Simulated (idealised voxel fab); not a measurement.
Process module, titled voxel wiring stack
Pictured: cross-section cut, 190 nm wide, on a grid of 5 nm square cells.
Square cells in a grid make up a cross-section in this document, and the grid is given as bands, listed from the top down, each one or more rows of cells. Within each band entry, the heights of the top and of the bottom of the band appear first, in that order and in nm; the materials of the band then follow from left to right, each with its corresponding width in nm. The designation "all across" on a single material indicates that it fills the band from edge to edge; the designation "air" indicates empty space. Height reference: 0 = level under which incoming wafer is all one material. Lowest band: no bottom, runs on downward, e.g. "0 down". So if you see something like "30->40" for the width, read it as the top row of the band sitting at the first number and the bottom row at the second, with every row in between moving by the same amount as the last. "same as before", as given for a step, is the statement that not any cell of the cross-section underwent a change during that step. "Closed cavity list": empty spaces of 8 cells or more with no open way to the top, each given as width x height at distance, distance from the left edge, all in nm. If you see something after the settings on a step's line, that's the simulator's own remark about that step. "overlay nm", when on a step's line for a step with a mask, measures how far to the right of its planned place the mask lay; a negative measure means to the left.
Intended process steps
step 1: RECEIVE, material Si
step 2: CONFORMAL_DEP, material SiO2, thk nm 10
step 3: DIRECTIONAL_DEP, material TiN, thk nm 5
step 4: DIRECTIONAL_DEP, material Ru, thk nm 20
step 5: PATTERN, tone cover, mask id METAL_1, material resist, width nm 20, pitch nm 45, thk nm 20, overlay nm 0
step 6: DIRECTIONAL_ETCH, etch materials Ru, depth nm 20
step 7: DIRECTIONAL_ETCH, etch materials TiN, depth nm 5
step 8: STRIP, etch materials resist
step 9: CONFORMAL_DEP, material SiN, thk nm 5
step 10: FILL_DEP, material SiO2, thk nm 5
step 11: CMP, height nm 35
step 12: CONFORMAL_DEP, material SiCN, thk nm 5
step 13: DIRECTIONAL_DEP, material lowk, thk nm 35
step 14: DIRECTIONAL_DEP, material aC, thk nm 10
step 15: PATTERN, tone open, mask id METAL_2, material resist, width nm 20, pitch nm 45, thk nm 25, overlay nm 0
step 16: DIRECTIONAL_ETCH, etch materials aC, depth nm 10
step 17: STRIP, etch materials resist
step 18: DIRECTIONAL_ETCH, etch materials lowk, depth nm 20
step 19: STRIP, etch materials aC
step 20: MASKED_ETCH, tone open, mask id METAL_2_HOLES, width nm 15, pitch nm 45, etch materials lowk, depth nm 15, overlay nm 0
step 21: MASKED_ETCH, tone open, mask id METAL_2_HOLES, width nm 15, pitch nm 45, etch materials SiCN, depth nm 5, overlay nm 0
step 22: CONFORMAL_DEP, material TiN, thk nm 5
step 23: FILL_DEP, material Cu, thk nm 5
step 24: CMP, height nm 75
step 25: CONFORMAL_DEP, material SiN, thk nm 5
Incoming wafer, cross-sectional view, post step 1
0 down  Si all across
Closed cavity list: none
Cross-section taken at module completion on the first of two wafers; processed per the plan
80 to 75  SiN all across
75 to 60  lowk=60, then TiN=5, then Cu=10, then TiN=5, then lowk=25, then TiN=5, then Cu=10, then TiN=5, then lowk=65
60 to 55  lowk=60, then TiN=5, then Cu=5, then TiN=10, then lowk=25, then TiN=5, then Cu=5, then TiN=10, then lowk=65
55 to 40  lowk=60, then TiN=5, then Cu=5, then TiN=5, then lowk=30, then TiN=5, then Cu=5, then TiN=5, then lowk=70
40 to 35  SiCN=60, then TiN=15, then SiCN=30, then TiN=15, then SiCN=70
35 to 15  SiO2=55, then SiN=5, then Ru=20, then SiN=5, then SiO2=15, then SiN=5, then Ru=20, then SiN=5, then SiO2=60
15 to 10  SiN=60, then TiN=20, then SiN=25, then TiN=20, then SiN=65
10 to 0  SiO2 all across
0 down  Si all across
Closed cavity list: none
This is the second of the two wafers, cross-sectioned at the end of the module; it started exactly like the first and was given the same plan, but it was run with one mistake
80 to 75  SiN all across
75 to 70  Cu all across
70 to 65  TiN=65, then Cu=5, then TiN=40, then Cu=5, then TiN=75
65 to 55  lowk=60, then TiN=5, then Cu=5, then TiN=5, then lowk=30, then TiN=5, then Cu=5, then TiN=5, then lowk=70
55 to 50  lowk=60, then TiN=15, then lowk=30, then TiN=15, then lowk=70
50 to 40  aC all across
40 to 35  SiCN all across
35 to 15  SiO2=55, then SiN=5, then Ru=20, then SiN=5, then SiO2=15, then SiN=5, then Ru=20, then SiN=5, then SiO2=60
15 to 10  SiN=60, then TiN=20, then SiN=25, then TiN=20, then SiN=65
10 to 0  SiO2 all across
0 down  Si all across
Closed cavity list: none
The plan and the run diverged here: steps 13 and 14 got flipped, so each one ran where the other should have
Final tally in cells, some materials are higher or lower on the second wafer than on the first: 24 more of Cu, 6 more of SiCN, 14 more of TiN, 76 more of aC, 120 fewer of lowk
